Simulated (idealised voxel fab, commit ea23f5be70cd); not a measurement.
Name of the process module below: voxel wiring stack
Section shown: cut. Width: 260 nm. Cell size: 5 nm, square.
A cross-section in this document is a grid of square cells, and it is written down as bands, the top band listed before the ones below it; a band is made up of one or more rows of cells.
In this notation a band is specified by the heights of its top and bottom, in that order and in nm, after which its materials appear from left to right, each paired with its width in nm. The word "full width" attached to a single material means that material fills the band from edge to edge; the word "air" stands for empty space.
Heights are expressed relative to 0, this being the level below which the as-received wafer comprises one material exclusively. The lowest band is unbounded in the downward direction and is denoted as in "0..down".
With a width like "30..40", each row of cells in the band differs from the next by the same amount, the top row carrying the first number and the bottom row the second.
No cell of the cross-section changed in a step that is given as "no change occurred".
"Fully sealed cavities": empty spaces of 8 cells or more with no open way to the top, each given as width x height at distance, distance from the left edge, all in nm.
Step line, after settings: the simulator's comment on this step.
overlay nm: step with mask; distance mask lay right of planned place; negative value = left of planned place.

LISTED BELOW ARE THE PROCESS STEPS AS PLANNED
| 1 | op RECEIVE | material Si |
| 2 | op CONFORMAL_DEP | material SiO2 | thk nm 15 |
| 3 | op CONFORMAL_DEP | material SiCN | thk nm 5 |
| 4 | op DIRECTIONAL_DEP | material lowk | thk nm 25 |
| 5 | op PATTERN | tone open | mask id METAL_1 | material resist | width nm 25 | pitch nm 40 | thk nm 15 | overlay nm 0 |
| 6 | op DIRECTIONAL_ETCH | etch materials lowk | depth nm 25 |
| 7 | op DIRECTIONAL_ETCH | etch materials SiCN | depth nm 5 |
| 8 | op STRIP | etch materials resist |
| 9 | op CONFORMAL_DEP | material TiN | thk nm 5 |
| 10 | op FILL_DEP | material Cu | thk nm 10 |
| 11 | op CMP | height nm 45 |
| 12 | op CONFORMAL_DEP | material SiCN | thk nm 5 |
| 13 | op DIRECTIONAL_DEP | material lowk | thk nm 35 |
| 14 | op PATTERN | tone open | mask id METAL_2_HOLES | material resist | width nm 15 | pitch nm 40 | thk nm 15 | overlay nm 0 |
| 15 | op DIRECTIONAL_ETCH | etch materials lowk | depth nm 35 |
| 16 | op STRIP | etch materials resist |
| 17 | op MASKED_ETCH | tone open | mask id METAL_2 | width nm 25 | pitch nm 40 | etch materials lowk | depth nm 20 | overlay nm 0 |
| 18 | op MASKED_ETCH | tone open | mask id METAL_2 | width nm 25 | pitch nm 40 | etch materials SiCN | depth nm 5 | overlay nm 0 |
| 19 | op CONFORMAL_DEP | material TiN | thk nm 5 |
| 20 | op FILL_DEP | material Ru | thk nm 5 |
| 21 | op CMP | height nm 85 |
| 22 | op CONFORMAL_DEP | material SiCN | thk nm 5 |
| 23 | op DIRECTIONAL_DEP | material lowk | thk nm 35 |
| 24 | op DIRECTIONAL_DEP | material aC | thk nm 10 |
| 25 | op PATTERN | tone open | mask id METAL_3 | material resist | width nm 25 | pitch nm 40 | thk nm 30 | overlay nm 0 |
| 26 | op DIRECTIONAL_ETCH | etch materials aC | depth nm 10 |
| 27 | op STRIP | etch materials resist |
| 28 | op DIRECTIONAL_ETCH | etch materials lowk | depth nm 20 |
| 29 | op STRIP | etch materials aC |
| 30 | op DIRECTIONAL_DEP | material aC | thk nm 10 |
| 31 | op PATTERN | tone open | mask id METAL_3_HOLES | material resist | width nm 15 | pitch nm 80 | thk nm 30 | overlay nm 0 |
| 32 | op DIRECTIONAL_ETCH | etch materials aC | depth nm 10 |
| 33 | op STRIP | etch materials resist |
| 34 | op DIRECTIONAL_ETCH | etch materials lowk | depth nm 15 |
| 35 | op DIRECTIONAL_ETCH | etch materials SiCN | depth nm 5 |
| 36 | op STRIP | etch materials aC |
| 37 | op CONFORMAL_DEP | material TiN | thk nm 5 |
| 38 | op FILL_DEP | material Cu | thk nm 10 |
| 39 | op CMP | height nm 125 |
| 40 | op CONFORMAL_DEP | material SiCN | thk nm 5 |
| 41 | op DIRECTIONAL_DEP | material lowk | thk nm 35 |
| 42 | op PATTERN | tone open | mask id METAL_4_HOLES | material resist | width nm 15 | pitch nm 40 | thk nm 20 | overlay nm 0 |
| 43 | op DIRECTIONAL_ETCH | etch materials lowk | depth nm 35 |
| 44 | op STRIP | etch materials resist |
| 45 | op DIRECTIONAL_DEP | material aC | thk nm 10 |
| 46 | op PATTERN | tone open | mask id METAL_4 | material resist | width nm 25 | pitch nm 40 | thk nm 30 | overlay nm 0 |
| 47 | op DIRECTIONAL_ETCH | etch materials aC | depth nm 10 |
| 48 | op STRIP | etch materials resist |
| 49 | op DIRECTIONAL_ETCH | etch materials lowk | depth nm 20 |
| 50 | op DIRECTIONAL_ETCH | etch materials SiCN | depth nm 5 |
| 51 | op STRIP | etch materials aC |
| 52 | op CONFORMAL_DEP | material TiN | thk nm 5 |
| 53 | op FILL_DEP | material Cu | thk nm 10 |
| 54 | op CMP | height nm 165 |
| 55 | op CONFORMAL_DEP | material SiCN | thk nm 5 |

INCOMING WAFER IN CROSS-SECTION (STATE: AFTER STEP 1)
0..down: Si full width
Fully sealed cavities: none

CROSS-SECTION, FIRST OF TWO WAFERS, END OF MODULE, RUN AS PLANNED
170..165: SiCN full width
165..150: lowk 75 | TiN 5 | Cu 15 | TiN 5 | lowk 15 | TiN 5 | Cu 15 | TiN 5 | lowk 15 | TiN 5 | Cu 15 | TiN 5 | lowk 80
150..145: lowk 75 | TiN 5 | Cu 5 | TiN 15 | lowk 15 | TiN 5 | Cu 5 | TiN 15 | lowk 15 | TiN 5 | Cu 5 | TiN 15 | lowk 80
145..130: lowk 75 | TiN 5 | Cu 5 | TiN 5 | lowk 25 | TiN 5 | Cu 5 | TiN 5 | lowk 25 | TiN 5 | Cu 5 | TiN 5 | lowk 90
130..125: SiCN 75 | TiN 15 | SiCN 25 | TiN 15 | SiCN 25 | TiN 15 | SiCN 90
125..110: lowk 75 | TiN 5 | Cu 15 | TiN 5 | lowk 15 | TiN 5 | Cu 15 | TiN 5 | lowk 15 | TiN 5 | Cu 15 | TiN 5 | lowk 80
110..105: lowk 75 | TiN 5 | Cu 5 | TiN 15 | lowk 15 | TiN 25 | lowk 15 | TiN 5 | Cu 5 | TiN 15 | lowk 80
105..90: lowk 75 | TiN 5 | Cu 5 | TiN 5 | lowk 65 | TiN 5 | Cu 5 | TiN 5 | lowk 90
90..85: SiCN 75 | TiN 15 | SiCN 65 | TiN 15 | SiCN 90
85..70: lowk 75 | TiN 5 | Ru 15 | TiN 5 | lowk 15 | TiN 5 | Ru 15 | TiN 5 | lowk 15 | TiN 5 | Ru 15 | TiN 5 | lowk 80
70..65: lowk 75 | TiN 5 | Ru 5 | TiN 15 | lowk 15 | TiN 5 | Ru 5 | TiN 15 | lowk 15 | TiN 5 | Ru 5 | TiN 15 | lowk 80
65..50: lowk 75 | TiN 5 | Ru 5 | TiN 5 | lowk 25 | TiN 5 | Ru 5 | TiN 5 | lowk 25 | TiN 5 | Ru 5 | TiN 5 | lowk 90
50..45: SiCN 75 | TiN 15 | SiCN 25 | TiN 15 | SiCN 25 | TiN 15 | SiCN 90
45..20: lowk 75 | TiN 5 | Cu 15 | TiN 5 | lowk 15 | TiN 5 | Cu 15 | TiN 5 | lowk 15 | TiN 5 | Cu 15 | TiN 5 | lowk 80
20..15: SiCN 75 | TiN 25 | SiCN 15 | TiN 25 | SiCN 15 | TiN 25 | SiCN 80
15..0: SiO2 full width
0..down: Si full width
Fully sealed cavities: none

SECOND WAFER THROUGH THE MODULE, SECTIONED AT THE END: SAME BEGINNING AND SAME PLAN AS THE FIRST WAFER, WITH ONE MISTAKE IN CARRYING IT OUT
170..165: SiCN full width
165..150: lowk 75 | TiN 5 | Cu 15 | TiN 5 | lowk 15 | TiN 5 | Cu 15 | TiN 5 | lowk 15 | TiN 5 | Cu 15 | TiN 5 | lowk 80
150..145: lowk 75 | TiN 5 | Cu 5 | TiN 15 | lowk 15 | TiN 5 | Cu 5 | TiN 15 | lowk 15 | TiN 5 | Cu 5 | TiN 15 | lowk 80
145..130: lowk 75 | TiN 5 | Cu 5 | TiN 5 | lowk 25 | TiN 5 | Cu 5 | TiN 5 | lowk 25 | TiN 5 | Cu 5 | TiN 5 | lowk 90
130..125: SiCN 75 | TiN 15 | SiCN 25 | TiN 15 | SiCN 25 | TiN 15 | SiCN 90
125..110: lowk 75 | TiN 5 | Cu 15 | TiN 5 | lowk 15 | TiN 5 | Cu 15 | TiN 5 | lowk 15 | TiN 5 | Cu 15 | TiN 5 | lowk 80
110..105: lowk 75 | TiN 5 | Cu 5 | TiN 15 | lowk 15 | TiN 25 | lowk 15 | TiN 5 | Cu 5 | TiN 15 | lowk 80
105..90: lowk 75 | TiN 5 | Cu 5 | TiN 5 | lowk 65 | TiN 5 | Cu 5 | TiN 5 | lowk 90
90..85: SiCN 75 | TiN 15 | SiCN 65 | TiN 15 | SiCN 90
85..70: lowk 75 | TiN 5 | Ru 15 | TiN 5 | lowk 15 | TiN 5 | Ru 15 | TiN 5 | lowk 15 | TiN 5 | Ru 15 | TiN 5 | lowk 80
70..65: lowk 75 | TiN 5 | Ru 5 | TiN 15 | lowk 15 | TiN 5 | Ru 5 | TiN 15 | lowk 15 | TiN 5 | Ru 5 | TiN 15 | lowk 80
65..50: lowk 75 | TiN 5 | Ru 5 | TiN 5 | lowk 25 | TiN 5 | Ru 5 | TiN 5 | lowk 25 | TiN 5 | Ru 5 | TiN 5 | lowk 90
50..45: SiCN 75 | TiN 15 | SiCN 25 | TiN 15 | SiCN 25 | TiN 15 | SiCN 90
45..20: lowk 80 | Cu 15 | lowk 25 | Cu 15 | lowk 25 | Cu 15 | lowk 85
20..15: SiCN 75 | lowk 25 | SiCN 15 | lowk 25 | SiCN 15 | lowk 25 | SiCN 80
15..0: SiO2 full width
0..down: Si full width
Fully sealed cavities: none
So what did we get wrong on this run? step 9: run off-plan, actual operation and settings op CONFORMAL_DEP | material lowk | thk nm 5
Wrapping up, a cell-based count of both wafers puts the second over or under the first for these materials: -45 TiN; +45 lowk
